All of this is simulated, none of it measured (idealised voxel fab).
Name of the process module below: voxel spacer lines
Cross-section cut spans 250 nm and uses square cells 5 nm in size.
Square cells in a grid make up a cross-section in this document, and the grid is given as bands, listed from the top down, each one or more rows of cells.
Basically the band line says how high the top is and how high the bottom is, in nm, and then what's in it from left to right, every material with its width in nm. Empty space shows up as "empty", and if a single material carries "throughout" it runs the full band edge to edge.
Note: height 0 marks the level under which the wafer is uniformly one material as received. Lowest band unbounded below, written "0 and below".
A width such as "30..40" changes by the same amount from each row of cells to the next, from the band's top row to its bottom row.
The designation "changes: none", where it is given for a processing step, indicates that no cell of the cross-section was altered in the course of that step.
"Closed void register" - sealed voids, min. 8 cells, no opening to top; format: width x height at distance (distance from left edge; nm throughout).
The remark found on a step's line after its settings is issued by the simulator itself and pertains to that step.
If you see "overlay nm" on a step's line and that step has a mask, it's telling you how far right of where it was planned the mask ended up; a negative number means it went left instead.

-- Steps in the process plan
1 RECEIVE with material Si
2 CONFORMAL_DEP with material Al2O3, thk nm 10
3 DIRECTIONAL_DEP with material SiN, thk nm 20
4 DIRECTIONAL_DEP with material aC, thk nm 20
5 PATTERN with tone cover, mask id MANDREL, material resist, width nm 15, pitch nm 50, thk nm 30, overlay nm 0
6 DIRECTIONAL_ETCH with etch materials aC, depth nm 20
7 STRIP with etch materials resist
8 CONFORMAL_DEP with material SiO2, thk nm 10
9 DIRECTIONAL_ETCH with etch materials SiO2, depth nm 10
10 STRIP with etch materials aC
11 DIRECTIONAL_ETCH with etch materials SiN, depth nm 20
12 STRIP with etch materials SiO2
13 FILL_DEP with material lowk, thk nm 5
14 CMP with height nm 30

-- Cross-sectional view of the wafer in its as-received condition, corresponding to the state after step 1
- 0 and below: Si throughout
- Closed void register: none

-- Run as planned - first of the two wafers cross-sectioned at the end of the module
- 30 down to 10: lowk 55  SiN 10  lowk 15  SiN 10  lowk 15  SiN 10  lowk 15  SiN 10  lowk 15  SiN 10  lowk 15  SiN 10  lowk 60
- 10 down to 0: Al2O3 throughout
- 0 and below: Si throughout
- Closed void register: none

-- Cross-section of the latter of the two wafers at module completion. It had an identical start and an identical plan to the former; in running it, one mistake was made
- 30 down to 15: lowk 55  SiN 10  lowk 15  SiN 10  lowk 15  SiN 10  lowk 15  SiN 10  lowk 15  SiN 10  lowk 15  SiN 10  lowk 60
- 15 down to 0: Al2O3 throughout
- 0 and below: Si throughout
- Closed void register: none
So what did we get wrong on this run? step 2 did not happen as planned, as run it was CONFORMAL_DEP with material Al2O3, thk nm 15
at the end the second wafer has, in cells: 50 more of Al2O3 | 12 fewer of SiN | 38 fewer of lowk
